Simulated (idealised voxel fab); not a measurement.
A process module follows: voxel lift off.
Cross-sectional view cut (width: 235 nm; square cell size: 5 nm).
Cross-section = grid of square cells, listed top down in bands; band = one or more rows.
Each band's line starts with the height of the band's top and of its bottom, in nm. Then come its materials from left to right, each with its width in nm. One material with "full width" fills the band from edge to edge. "empty" is empty space.
Basically, 0 is our baseline, since under it the wafer straight out of the box is all one material. The bottom band has no lower end and keeps on going down, so it looks like "top 0, no bottom".
A width such as "30 to 40" changes by the same amount from each row of cells to the next, from the band's top row to its bottom row.
"left unchanged", as given for a step, is the statement that not any cell of the cross-section underwent a change during that step.
Under "Closed void inventory" you'll find the enclosed gaps, the ones with no way out to the top, that are 8 cells or bigger; each reads width x height at distance, with distance counted from the left edge, everything in nm.
Post-settings text on a step line: simulator's own remark regarding the step.
For masked steps, "overlay nm" on the step line gives how far right of plan the mask actually lay; a minus sign means it lay to the left.

Below is the list of planned process steps:
1. RECEIVE: material Si
2. CONFORMAL_DEP: material SiN, thk nm 10
3. PATTERN: tone open, mask id LINES, material resist, width nm 25, pitch nm 40, thk nm 30, overlay nm 0
4. DIRECTIONAL_DEP: material Ru, thk nm 15
5. STRIP: etch materials resist
6. CONFORMAL_DEP: material SiCN, thk nm 10

Shown in cross-section is the wafer as received, that is, as it stands after step 1:
  top 0, no bottom: Si full width
  Closed void inventory: none

Wafer at module end, in section. Began as above, planned as above, run with one mistake:
  top 45, bottom 35: 75 of empty, then 85 of SiCN, then 75 of empty
  top 35, bottom 20: 75 of empty, then 10 of SiCN, then 25 of Ru, then 15 of SiCN, then 25 of Ru, then 10 of SiCN, then 75 of empty
  top 20, bottom 10: 85 of SiCN, then 25 of Ru, then 15 of SiCN, then 25 of Ru, then 85 of SiCN
  top 10, bottom 0: SiN full width
  top 0, no bottom: Si full width
  Closed void inventory: none
Heads up, the wafer didn't run the way we planned it: step 4 ran differently from the plan; actual operation with settings: DIRECTIONAL_DEP: material Ru, thk nm 25
